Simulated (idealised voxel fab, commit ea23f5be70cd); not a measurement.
process module | voxel wiring stack
In the cross-section labelled cut, the width is 210 nm and each square cell is 5 nm.
A cross-section in this document is a grid of square cells, and it is written down as bands, the top band listed before the ones below it; a band is made up of one or more rows of cells. Heads up on the band format: heights come first, top then bottom, in nm. After that it's the materials left to right, each with its width in nm. A single material flagged "everywhere" fills the whole band edge to edge, and "blank" means there's empty space there. Basically, 0 is our baseline, since under it the wafer straight out of the box is all one material. The bottom band has no lower end and keeps on going down, so it looks like "0 nm and below". Note: "30..40" means the width goes from the first number (top row of the band) to the second number (bottom row) in equal steps per row of cells. Given "same as before" for a step, no cell of the cross-section differs between before and after that step. If an empty space has no open way to the top and is at least 8 cells in size, "Cavities, closed" lists it, written width x height at distance, where distance is measured from the left edge and every value is in nm. Whatever follows a step's settings on its line is a remark the simulator itself makes about that step. overlay nm: on a step with a mask, how far right of its planned place the mask lay; negative means left.

### So here's the lineup of process steps we planned
| 1 | RECEIVE [material Si] |
| 2 | CONFORMAL_DEP [material SiO2] [thk nm 15] |
| 3 | DIRECTIONAL_DEP [material TiN] [thk nm 5] |
| 4 | DIRECTIONAL_DEP [material W] [thk nm 25] |
| 5 | DIRECTIONAL_DEP [material aC] [thk nm 10] |
| 6 | PATTERN [tone cover] [mask id METAL_1] [material resist] [width nm 30] [pitch nm 50] [thk nm 30] [overlay nm 0] |
| 7 | DIRECTIONAL_ETCH [etch materials aC] [depth nm 10] |
| 8 | STRIP [etch materials resist] |
| 9 | DIRECTIONAL_ETCH [etch materials W] [depth nm 25] |
| 10 | DIRECTIONAL_ETCH [etch materials TiN] [depth nm 5] |
| 11 | STRIP [etch materials aC] |
| 12 | CONFORMAL_DEP [material SiCN] [thk nm 5] |
| 13 | FILL_DEP [material lowk] [thk nm 10] |
| 14 | CMP [height nm 45] |
| 15 | CONFORMAL_DEP [material SiCN] [thk nm 5] |
| 16 | DIRECTIONAL_DEP [material lowk] [thk nm 20] |
| 17 | DIRECTIONAL_DEP [material aC] [thk nm 10] |
| 18 | PATTERN [tone open] [mask id PLUG_1] [material resist] [width nm 15] [pitch nm 100] [thk nm 25] [overlay nm 0] |
| 19 | DIRECTIONAL_ETCH [etch materials aC] [depth nm 10] |
| 20 | STRIP [etch materials resist] |
| 21 | DIRECTIONAL_ETCH [etch materials lowk] [depth nm 20] |
| 22 | DIRECTIONAL_ETCH [etch materials SiCN] [depth nm 5] |
| 23 | STRIP [etch materials aC] |
| 24 | EPI [material Ru] [thk nm 10] |
| 25 | EPI [material Ru] [thk nm 10] |
| 26 | EPI [material Ru] [thk nm 5] |
| 27 | CONFORMAL_DEP [material SiCN] [thk nm 5] |
| 28 | DIRECTIONAL_DEP [material SiO2] [thk nm 25] |
| 29 | PATTERN [tone open] [mask id METAL_2] [material resist] [width nm 30] [pitch nm 50] [thk nm 20] [overlay nm 0] |
| 30 | DIRECTIONAL_ETCH [etch materials SiO2] [depth nm 25] |
| 31 | DIRECTIONAL_ETCH [etch materials SiCN] [depth nm 5] |
| 32 | STRIP [etch materials resist] |
| 33 | CONFORMAL_DEP [material TiN] [thk nm 5] |
| 34 | FILL_DEP [material Ru] [thk nm 10] |
| 35 | CMP [height nm 100] |
| 36 | CONFORMAL_DEP [material SiCN] [thk nm 5] |
| 37 | DIRECTIONAL_DEP [material SiO2] [thk nm 30] |
| 38 | PATTERN [tone open] [mask id METAL_3] [material resist] [width nm 30] [pitch nm 50] [thk nm 20] [overlay nm 0] |
| 39 | DIRECTIONAL_ETCH [etch materials SiO2] [depth nm 20] |
| 40 | STRIP [etch materials resist] |
| 41 | MASKED_ETCH [tone open] [mask id METAL_3_HOLES] [width nm 15] [pitch nm 50] [etch materials SiO2] [depth nm 10] [overlay nm 0] |
| 42 | MASKED_ETCH [tone open] [mask id METAL_3_HOLES] [width nm 15] [pitch nm 50] [etch materials SiCN] [depth nm 5] [overlay nm 0] |
| 43 | CONFORMAL_DEP [material TiN] [thk nm 5] |
| 44 | FILL_DEP [material Cu] [thk nm 5] |
| 45 | CMP [height nm 135] |
| 46 | CONFORMAL_DEP [material SiCN] [thk nm 5] |

### First wafer out of two, processed as planned

### This is the cross-section of the wafer as we received it, i.e. after step 1
  0 nm and below  Si everywhere
  Cavities, closed: none

### Cross-section of the wafer after step 2
  15 nm to 0 nm  SiO2 everywhere
  Beneath the level 0, the cross-section is identical to its previous state.

### Cross-section of the wafer after step 3
  20 nm to 15 nm  TiN everywhere
  Beneath the level 15, the cross-section is identical to its previous state.

### Cross-section of the wafer after step 4
  45 nm to 20 nm  W everywhere
  Beneath the level 20, the cross-section is identical to its previous state.

### Cross-section of the wafer after step 5
  55 nm to 45 nm  aC everywhere
  Beneath the level 45, the cross-section is identical to its previous state.

### Cross-section of the wafer after step 6
  85 nm to 55 nm  blank: 40; resist: 30; blank: 20; resist: 30; blank: 20; resist: 30; blank: 40
  Beneath the level 55, the cross-section is identical to its previous state.

### Cross-section of the wafer after step 7
  75 nm to 55 nm  blank: 40; resist: 30; blank: 20; resist: 30; blank: 20; resist: 30; blank: 40
  55 nm to 45 nm  blank: 40; aC: 30; blank: 20; aC: 30; blank: 20; aC: 30; blank: 40
  Beneath the level 45, the cross-section is identical to its previous state.

### Cross-section of the wafer after step 8
  55 nm to 45 nm  blank: 40; aC: 30; blank: 20; aC: 30; blank: 20; aC: 30; blank: 40
  Beneath the level 45, the cross-section is identical to its previous state.

### Cross-section of the wafer after step 9
  55 nm to 45 nm  blank: 40; aC: 30; blank: 20; aC: 30; blank: 20; aC: 30; blank: 40
  45 nm to 20 nm  blank: 40; W: 30; blank: 20; W: 30; blank: 20; W: 30; blank: 40
  Beneath the level 20, the cross-section is identical to its previous state.

### Cross-section of the wafer after step 10
  55 nm to 45 nm  blank: 40; aC: 30; blank: 20; aC: 30; blank: 20; aC: 30; blank: 40
  45 nm to 20 nm  blank: 40; W: 30; blank: 20; W: 30; blank: 20; W: 30; blank: 40
  20 nm to 15 nm  blank: 40; TiN: 30; blank: 20; TiN: 30; blank: 20; TiN: 30; blank: 40
  Beneath the level 15, the cross-section is identical to its previous state.

### Cross-section of the wafer after step 11
  45 nm to 20 nm  blank: 40; W: 30; blank: 20; W: 30; blank: 20; W: 30; blank: 40
  Beneath the level 20, the cross-section is identical to its previous state.

### Cross-section of the wafer after step 12
  50 nm to 45 nm  blank: 35; SiCN: 40; blank: 10; SiCN: 40; blank: 10; SiCN: 40; blank: 35
  45 nm to 20 nm  blank: 35; SiCN: 5; W: 30; SiCN: 5; blank: 10; SiCN: 5; W: 30; SiCN: 5; blank: 10; SiCN: 5; W: 30; SiCN: 5; blank: 35
  20 nm to 15 nm  SiCN: 40; TiN: 30; SiCN: 20; TiN: 30; SiCN: 20; TiN: 30; SiCN: 40
  Beneath the level 15, the cross-section is identical to its previous state.

### Cross-section of the wafer after step 13
  60 nm to 50 nm  lowk everywhere
  50 nm to 45 nm  lowk: 35; SiCN: 40; lowk: 10; SiCN: 40; lowk: 10; SiCN: 40; lowk: 35
  45 nm to 20 nm  lowk: 35; SiCN: 5; W: 30; SiCN: 5; lowk: 10; SiCN: 5; W: 30; SiCN: 5; lowk: 10; SiCN: 5; W: 30; SiCN: 5; lowk: 35
  Beneath the level 20, the cross-section is identical to its previous state.

### Cross-section of the wafer after step 14
  45 nm to 20 nm  lowk: 35; SiCN: 5; W: 30; SiCN: 5; lowk: 10; SiCN: 5; W: 30; SiCN: 5; lowk: 10; SiCN: 5; W: 30; SiCN: 5; lowk: 35
  Beneath the level 20, the cross-section is identical to its previous state.

### Cross-section of the wafer after step 15
  50 nm to 45 nm  SiCN everywhere
  Beneath the level 45, the cross-section is identical to its previous state.

### Cross-section of the wafer after step 16
  70 nm to 50 nm  lowk everywhere
  Beneath the level 50, the cross-section is identical to its previous state.

### Cross-section of the wafer after step 17
  80 nm to 70 nm  aC everywhere
  Beneath the level 70, the cross-section is identical to its previous state.

### Cross-section of the wafer after step 18
  105 nm to 80 nm  resist: 40; blank: 15; resist: 85; blank: 15; resist: 55
  Beneath the level 80, the cross-section is identical to its previous state.

### Cross-section of the wafer after step 19
  95 nm to 80 nm  resist: 40; blank: 15; resist: 85; blank: 15; resist: 55
  80 nm to 70 nm  aC: 40; blank: 15; aC: 85; blank: 15; aC: 55
  Beneath the level 70, the cross-section is identical to its previous state.

### Cross-section of the wafer after step 20
  80 nm to 70 nm  aC: 40; blank: 15; aC: 85; blank: 15; aC: 55
  Beneath the level 70, the cross-section is identical to its previous state.

### Cross-section of the wafer after step 21
  80 nm to 70 nm  aC: 40; blank: 15; aC: 85; blank: 15; aC: 55
  70 nm to 50 nm  lowk: 40; blank: 15; lowk: 85; blank: 15; lowk: 55
  Beneath the level 50, the cross-section is identical to its previous state.

### Cross-section of the wafer after step 22
  80 nm to 70 nm  aC: 40; blank: 15; aC: 85; blank: 15; aC: 55
  70 nm to 50 nm  lowk: 40; blank: 15; lowk: 85; blank: 15; lowk: 55
  50 nm to 45 nm  SiCN: 40; blank: 15; SiCN: 85; blank: 15; SiCN: 55
  Beneath the level 45, the cross-section is identical to its previous state.

### Cross-section of the wafer after step 23
  70 nm to 50 nm  lowk: 40; blank: 15; lowk: 85; blank: 15; lowk: 55
  Beneath the level 50, the cross-section is identical to its previous state.

### Cross-section of the wafer after step 24
  70 nm to 55 nm  lowk: 40; blank: 15; lowk: 85; blank: 15; lowk: 55
  55 nm to 50 nm  lowk: 40; Ru: 15; lowk: 85; Ru: 15; lowk: 55
  50 nm to 45 nm  SiCN: 40; Ru: 15; SiCN: 85; Ru: 15; SiCN: 55
  Beneath the level 45, the cross-section is identical to its previous state.

### Cross-section of the wafer after step 25
  70 nm to 65 nm  lowk: 40; blank: 15; lowk: 85; blank: 15; lowk: 55
  65 nm to 50 nm  lowk: 40; Ru: 15; lowk: 85; Ru: 15; lowk: 55
  Beneath the level 50, the cross-section is identical to its previous state.

### Cross-section of the wafer after step 26
  70 nm to 50 nm  lowk: 40; Ru: 15; lowk: 85; Ru: 15; lowk: 55
  Beneath the level 50, the cross-section is identical to its previous state.

### Cross-section of the wafer after step 27
  75 nm to 70 nm  SiCN everywhere
  Beneath the level 70, the cross-section is identical to its previous state.

### Cross-section of the wafer after step 28
  100 nm to 75 nm  SiO2 everywhere
  Beneath the level 75, the cross-section is identical to its previous state.

### Cross-section of the wafer after step 29
  120 nm to 100 nm  resist: 40; blank: 30; resist: 20; blank: 30; resist: 20; blank: 30; resist: 40
  Beneath the level 100, the cross-section is identical to its previous state.

### Cross-section of the wafer after step 30
  120 nm to 100 nm  resist: 40; blank: 30; resist: 20; blank: 30; resist: 20; blank: 30; resist: 40
  100 nm to 75 nm  SiO2: 40; blank: 30; SiO2: 20; blank: 30; SiO2: 20; blank: 30; SiO2: 40
  Beneath the level 75, the cross-section is identical to its previous state.

### Cross-section of the wafer after step 31
  120 nm to 100 nm  resist: 40; blank: 30; resist: 20; blank: 30; resist: 20; blank: 30; resist: 40
  100 nm to 75 nm  SiO2: 40; blank: 30; SiO2: 20; blank: 30; SiO2: 20; blank: 30; SiO2: 40
  75 nm to 70 nm  SiCN: 40; blank: 30; SiCN: 20; blank: 30; SiCN: 20; blank: 30; SiCN: 40
  Beneath the level 70, the cross-section is identical to its previous state.

### Cross-section of the wafer after step 32
  100 nm to 75 nm  SiO2: 40; blank: 30; SiO2: 20; blank: 30; SiO2: 20; blank: 30; SiO2: 40
  Beneath the level 75, the cross-section is identical to its previous state.

### Cross-section of the wafer after step 33
  105 nm to 100 nm  TiN: 45; blank: 20; TiN: 30; blank: 20; TiN: 30; blank: 20; TiN: 45
  100 nm to 75 nm  SiO2: 40; TiN: 5; blank: 20; TiN: 5; SiO2: 20; TiN: 5; blank: 20; TiN: 5; SiO2: 20; TiN: 5; blank: 20; TiN: 5; SiO2: 40
  75 nm to 70 nm  SiCN: 40; TiN: 30; SiCN: 20; TiN: 30; SiCN: 20; TiN: 30; SiCN: 40
  Beneath the level 70, the cross-section is identical to its previous state.

### Cross-section of the wafer after step 34
  115 nm to 105 nm  Ru everywhere
  105 nm to 100 nm  TiN: 45; Ru: 20; TiN: 30; Ru: 20; TiN: 30; Ru: 20; TiN: 45
  100 nm to 75 nm  SiO2: 40; TiN: 5; Ru: 20; TiN: 5; SiO2: 20; TiN: 5; Ru: 20; TiN: 5; SiO2: 20; TiN: 5; Ru: 20; TiN: 5; SiO2: 40
  Beneath the level 75, the cross-section is identical to its previous state.

### Cross-section of the wafer after step 35
  100 nm to 75 nm  SiO2: 40; TiN: 5; Ru: 20; TiN: 5; SiO2: 20; TiN: 5; Ru: 20; TiN: 5; SiO2: 20; TiN: 5; Ru: 20; TiN: 5; SiO2: 40
  Beneath the level 75, the cross-section is identical to its previous state.

### Cross-section of the wafer after step 36
  105 nm to 100 nm  SiCN everywhere
  Beneath the level 100, the cross-section is identical to its previous state.

### Cross-section of the wafer after step 37
  135 nm to 105 nm  SiO2 everywhere
  Beneath the level 105, the cross-section is identical to its previous state.

### Cross-section of the wafer after step 38
  155 nm to 135 nm  resist: 40; blank: 30; resist: 20; blank: 30; resist: 20; blank: 30; resist: 40
  Beneath the level 135, the cross-section is identical to its previous state.

### Cross-section of the wafer after step 39
  155 nm to 135 nm  resist: 40; blank: 30; resist: 20; blank: 30; resist: 20; blank: 30; resist: 40
  135 nm to 115 nm  SiO2: 40; blank: 30; SiO2: 20; blank: 30; SiO2: 20; blank: 30; SiO2: 40
  Beneath the level 115, the cross-section is identical to its previous state.

### Cross-section of the wafer after step 40
  135 nm to 115 nm  SiO2: 40; blank: 30; SiO2: 20; blank: 30; SiO2: 20; blank: 30; SiO2: 40
  Beneath the level 115, the cross-section is identical to its previous state.

### Cross-section of the wafer after step 41
  135 nm to 115 nm  SiO2: 40; blank: 30; SiO2: 20; blank: 30; SiO2: 20; blank: 30; SiO2: 40
  115 nm to 105 nm  SiO2: 40; blank: 15; SiO2: 35; blank: 15; SiO2: 35; blank: 15; SiO2: 55
  Beneath the level 105, the cross-section is identical to its previous state.

### Cross-section of the wafer after step 42
  135 nm to 115 nm  SiO2: 40; blank: 30; SiO2: 20; blank: 30; SiO2: 20; blank: 30; SiO2: 40
  115 nm to 105 nm  SiO2: 40; blank: 15; SiO2: 35; blank: 15; SiO2: 35; blank: 15; SiO2: 55
  105 nm to 100 nm  SiCN: 40; blank: 15; SiCN: 35; blank: 15; SiCN: 35; blank: 15; SiCN: 55
  Beneath the level 100, the cross-section is identical to its previous state.

### Cross-section of the wafer after step 43
  140 nm to 135 nm  TiN: 45; blank: 20; TiN: 30; blank: 20; TiN: 30; blank: 20; TiN: 45
  135 nm to 120 nm  SiO2: 40; TiN: 5; blank: 20; TiN: 5; SiO2: 20; TiN: 5; blank: 20; TiN: 5; SiO2: 20; TiN: 5; blank: 20; TiN: 5; SiO2: 40
  120 nm to 115 nm  SiO2: 40; TiN: 5; blank: 5; TiN: 20; SiO2: 20; TiN: 5; blank: 5; TiN: 20; SiO2: 20; TiN: 5; blank: 5; TiN: 20; SiO2: 40
  115 nm to 105 nm  SiO2: 40; TiN: 5; blank: 5; TiN: 5; SiO2: 35; TiN: 5; blank: 5; TiN: 5; SiO2: 35; TiN: 5; blank: 5; TiN: 5; SiO2: 55
  105 nm to 100 nm  SiCN: 40; TiN: 15; SiCN: 35; TiN: 15; SiCN: 35; TiN: 15; SiCN: 55
  Beneath the level 100, the cross-section is identical to its previous state.

### Cross-section of the wafer after step 44
  145 nm to 140 nm  Cu everywhere
  140 nm to 135 nm  TiN: 45; Cu: 20; TiN: 30; Cu: 20; TiN: 30; Cu: 20; TiN: 45
  135 nm to 120 nm  SiO2: 40; TiN: 5; Cu: 20; TiN: 5; SiO2: 20; TiN: 5; Cu: 20; TiN: 5; SiO2: 20; TiN: 5; Cu: 20; TiN: 5; SiO2: 40
  120 nm to 115 nm  SiO2: 40; TiN: 5; Cu: 5; TiN: 20; SiO2: 20; TiN: 5; Cu: 5; TiN: 20; SiO2: 20; TiN: 5; Cu: 5; TiN: 20; SiO2: 40
  115 nm to 105 nm  SiO2: 40; TiN: 5; Cu: 5; TiN: 5; SiO2: 35; TiN: 5; Cu: 5; TiN: 5; SiO2: 35; TiN: 5; Cu: 5; TiN: 5; SiO2: 55
  Beneath the level 105, the cross-section is identical to its previous state.

### Cross-section of the wafer after step 45
  135 nm to 120 nm  SiO2: 40; TiN: 5; Cu: 20; TiN: 5; SiO2: 20; TiN: 5; Cu: 20; TiN: 5; SiO2: 20; TiN: 5; Cu: 20; TiN: 5; SiO2: 40
  Beneath the level 120, the cross-section is identical to its previous state.

### Cross-section of the wafer after step 46
  140 nm to 135 nm  SiCN everywhere
  Beneath the level 135, the cross-section is identical to its previous state.

### Wafer two of two - same starting point, same process plan, one mistake in execution; matches wafer one up to and including step 14

### when step 15 should have ended
  65 nm to 45 nm  lowk everywhere
  Beneath the level 45, the cross-section is identical to its previous state.

### when step 16 should have ended
  70 nm to 65 nm  SiCN everywhere
  Beneath the level 65, the cross-section is identical to its previous state.

### when step 17 should have ended
  80 nm to 70 nm  aC everywhere
  Beneath the level 70, the cross-section is identical to its previous state.

### when step 18 should have ended
  105 nm to 80 nm  resist: 40; blank: 15; resist: 85; blank: 15; resist: 55
  Beneath the level 80, the cross-section is identical to its previous state.

### when step 19 should have ended
  95 nm to 80 nm  resist: 40; blank: 15; resist: 85; blank: 15; resist: 55
  80 nm to 70 nm  aC: 40; blank: 15; aC: 85; blank: 15; aC: 55
  Beneath the level 70, the cross-section is identical to its previous state.

### when step 20 should have ended
  80 nm to 70 nm  aC: 40; blank: 15; aC: 85; blank: 15; aC: 55
  Beneath the level 70, the cross-section is identical to its previous state.

when step 21 should have ended: same as before

### when step 22 should have ended
  80 nm to 70 nm  aC: 40; blank: 15; aC: 85; blank: 15; aC: 55
  70 nm to 65 nm  SiCN: 40; blank: 15; SiCN: 85; blank: 15; SiCN: 55
  Beneath the level 65, the cross-section is identical to its previous state.

### when step 23 should have ended
  70 nm to 65 nm  SiCN: 40; blank: 15; SiCN: 85; blank: 15; SiCN: 55
  Beneath the level 65, the cross-section is identical to its previous state.

when step 24 should have ended: same as before

when step 25 should have ended: same as before

when step 26 should have ended: same as before

### when step 27 should have ended
  75 nm to 70 nm  SiCN: 45; blank: 5; SiCN: 95; blank: 5; SiCN: 60
  70 nm to 65 nm  SiCN everywhere
  Beneath the level 65, the cross-section is identical to its previous state.

### when step 28 should have ended
  100 nm to 95 nm  SiO2: 45; blank: 5; SiO2: 95; blank: 5; SiO2: 60
  95 nm to 75 nm  SiO2 everywhere
  75 nm to 70 nm  SiCN: 45; SiO2: 5; SiCN: 95; SiO2: 5; SiCN: 60
  Beneath the level 70, the cross-section is identical to its previous state.

### when step 29 should have ended
  120 nm to 100 nm  resist: 40; blank: 30; resist: 20; blank: 30; resist: 20; blank: 30; resist: 40
  Beneath the level 100, the cross-section is identical to its previous state.

### when step 30 should have ended
  120 nm to 100 nm  resist: 40; blank: 30; resist: 20; blank: 30; resist: 20; blank: 30; resist: 40
  100 nm to 75 nm  SiO2: 40; blank: 30; SiO2: 20; blank: 30; SiO2: 20; blank: 30; SiO2: 40
  75 nm to 70 nm  SiCN: 45; blank: 5; SiCN: 95; blank: 5; SiCN: 60
  Beneath the level 70, the cross-section is identical to its previous state.

### when step 31 should have ended
  120 nm to 100 nm  resist: 40; blank: 30; resist: 20; blank: 30; resist: 20; blank: 30; resist: 40
  100 nm to 75 nm  SiO2: 40; blank: 30; SiO2: 20; blank: 30; SiO2: 20; blank: 30; SiO2: 40
  75 nm to 70 nm  SiCN: 40; blank: 30; SiCN: 20; blank: 30; SiCN: 20; blank: 30; SiCN: 40
  70 nm to 65 nm  SiCN: 45; blank: 5; SiCN: 95; blank: 5; SiCN: 60
  Beneath the level 65, the cross-section is identical to its previous state.

### when step 32 should have ended
  100 nm to 75 nm  SiO2: 40; blank: 30; SiO2: 20; blank: 30; SiO2: 20; blank: 30; SiO2: 40
  Beneath the level 75, the cross-section is identical to its previous state.

### when step 33 should have ended
  105 nm to 100 nm  TiN: 45; blank: 20; TiN: 30; blank: 20; TiN: 30; blank: 20; TiN: 45
  100 nm to 75 nm  SiO2: 40; TiN: 5; blank: 20; TiN: 5; SiO2: 20; TiN: 5; blank: 20; TiN: 5; SiO2: 20; TiN: 5; blank: 20; TiN: 5; SiO2: 40
  75 nm to 70 nm  SiCN: 40; TiN: 30; SiCN: 20; TiN: 30; SiCN: 20; TiN: 30; SiCN: 40
  70 nm to 65 nm  SiCN: 45; TiN: 5; SiCN: 95; TiN: 5; SiCN: 60
  Beneath the level 65, the cross-section is identical to its previous state.

### when step 34 should have ended
  115 nm to 105 nm  Ru everywhere
  105 nm to 100 nm  TiN: 45; Ru: 20; TiN: 30; Ru: 20; TiN: 30; Ru: 20; TiN: 45
  100 nm to 75 nm  SiO2: 40; TiN: 5; Ru: 20; TiN: 5; SiO2: 20; TiN: 5; Ru: 20; TiN: 5; SiO2: 20; TiN: 5; Ru: 20; TiN: 5; SiO2: 40
  Beneath the level 75, the cross-section is identical to its previous state.

### when step 35 should have ended
  100 nm to 75 nm  SiO2: 40; TiN: 5; Ru: 20; TiN: 5; SiO2: 20; TiN: 5; Ru: 20; TiN: 5; SiO2: 20; TiN: 5; Ru: 20; TiN: 5; SiO2: 40
  Beneath the level 75, the cross-section is identical to its previous state.

### when step 36 should have ended
  105 nm to 100 nm  SiCN everywhere
  Beneath the level 100, the cross-section is identical to its previous state.

### when step 37 should have ended
  135 nm to 105 nm  SiO2 everywhere
  Beneath the level 105, the cross-section is identical to its previous state.

### when step 38 should have ended
  155 nm to 135 nm  resist: 40; blank: 30; resist: 20; blank: 30; resist: 20; blank: 30; resist: 40
  Beneath the level 135, the cross-section is identical to its previous state.

### when step 39 should have ended
  155 nm to 135 nm  resist: 40; blank: 30; resist: 20; blank: 30; resist: 20; blank: 30; resist: 40
  135 nm to 115 nm  SiO2: 40; blank: 30; SiO2: 20; blank: 30; SiO2: 20; blank: 30; SiO2: 40
  Beneath the level 115, the cross-section is identical to its previous state.

### when step 40 should have ended
  135 nm to 115 nm  SiO2: 40; blank: 30; SiO2: 20; blank: 30; SiO2: 20; blank: 30; SiO2: 40
  Beneath the level 115, the cross-section is identical to its previous state.

### when step 41 should have ended
  135 nm to 115 nm  SiO2: 40; blank: 30; SiO2: 20; blank: 30; SiO2: 20; blank: 30; SiO2: 40
  115 nm to 105 nm  SiO2: 40; blank: 15; SiO2: 35; blank: 15; SiO2: 35; blank: 15; SiO2: 55
  Beneath the level 105, the cross-section is identical to its previous state.

### when step 42 should have ended
  135 nm to 115 nm  SiO2: 40; blank: 30; SiO2: 20; blank: 30; SiO2: 20; blank: 30; SiO2: 40
  115 nm to 105 nm  SiO2: 40; blank: 15; SiO2: 35; blank: 15; SiO2: 35; blank: 15; SiO2: 55
  105 nm to 100 nm  SiCN: 40; blank: 15; SiCN: 35; blank: 15; SiCN: 35; blank: 15; SiCN: 55
  Beneath the level 100, the cross-section is identical to its previous state.

### when step 43 should have ended
  140 nm to 135 nm  TiN: 45; blank: 20; TiN: 30; blank: 20; TiN: 30; blank: 20; TiN: 45
  135 nm to 120 nm  SiO2: 40; TiN: 5; blank: 20; TiN: 5; SiO2: 20; TiN: 5; blank: 20; TiN: 5; SiO2: 20; TiN: 5; blank: 20; TiN: 5; SiO2: 40
  120 nm to 115 nm  SiO2: 40; TiN: 5; blank: 5; TiN: 20; SiO2: 20; TiN: 5; blank: 5; TiN: 20; SiO2: 20; TiN: 5; blank: 5; TiN: 20; SiO2: 40
  115 nm to 105 nm  SiO2: 40; TiN: 5; blank: 5; TiN: 5; SiO2: 35; TiN: 5; blank: 5; TiN: 5; SiO2: 35; TiN: 5; blank: 5; TiN: 5; SiO2: 55
  105 nm to 100 nm  SiCN: 40; TiN: 15; SiCN: 35; TiN: 15; SiCN: 35; TiN: 15; SiCN: 55
  Beneath the level 100, the cross-section is identical to its previous state.

### when step 44 should have ended
  145 nm to 140 nm  Cu everywhere
  140 nm to 135 nm  TiN: 45; Cu: 20; TiN: 30; Cu: 20; TiN: 30; Cu: 20; TiN: 45
  135 nm to 120 nm  SiO2: 40; TiN: 5; Cu: 20; TiN: 5; SiO2: 20; TiN: 5; Cu: 20; TiN: 5; SiO2: 20; TiN: 5; Cu: 20; TiN: 5; SiO2: 40
  120 nm to 115 nm  SiO2: 40; TiN: 5; Cu: 5; TiN: 20; SiO2: 20; TiN: 5; Cu: 5; TiN: 20; SiO2: 20; TiN: 5; Cu: 5; TiN: 20; SiO2: 40
  115 nm to 105 nm  SiO2: 40; TiN: 5; Cu: 5; TiN: 5; SiO2: 35; TiN: 5; Cu: 5; TiN: 5; SiO2: 35; TiN: 5; Cu: 5; TiN: 5; SiO2: 55
  Beneath the level 105, the cross-section is identical to its previous state.

### when step 45 should have ended
  135 nm to 120 nm  SiO2: 40; TiN: 5; Cu: 20; TiN: 5; SiO2: 20; TiN: 5; Cu: 20; TiN: 5; SiO2: 20; TiN: 5; Cu: 20; TiN: 5; SiO2: 40
  Beneath the level 120, the cross-section is identical to its previous state.

### when step 46 should have ended
  140 nm to 135 nm  SiCN everywhere
  Beneath the level 135, the cross-section is identical to its previous state.
Want to know what went wrong? steps 15 and 16 traded places in the executed sequence
Final difference in cells, second wafer against first, listed per material as more or fewer: 30 fewer of Ru | 4 more of SiCN | 2 more of TiN | 24 more of lowk
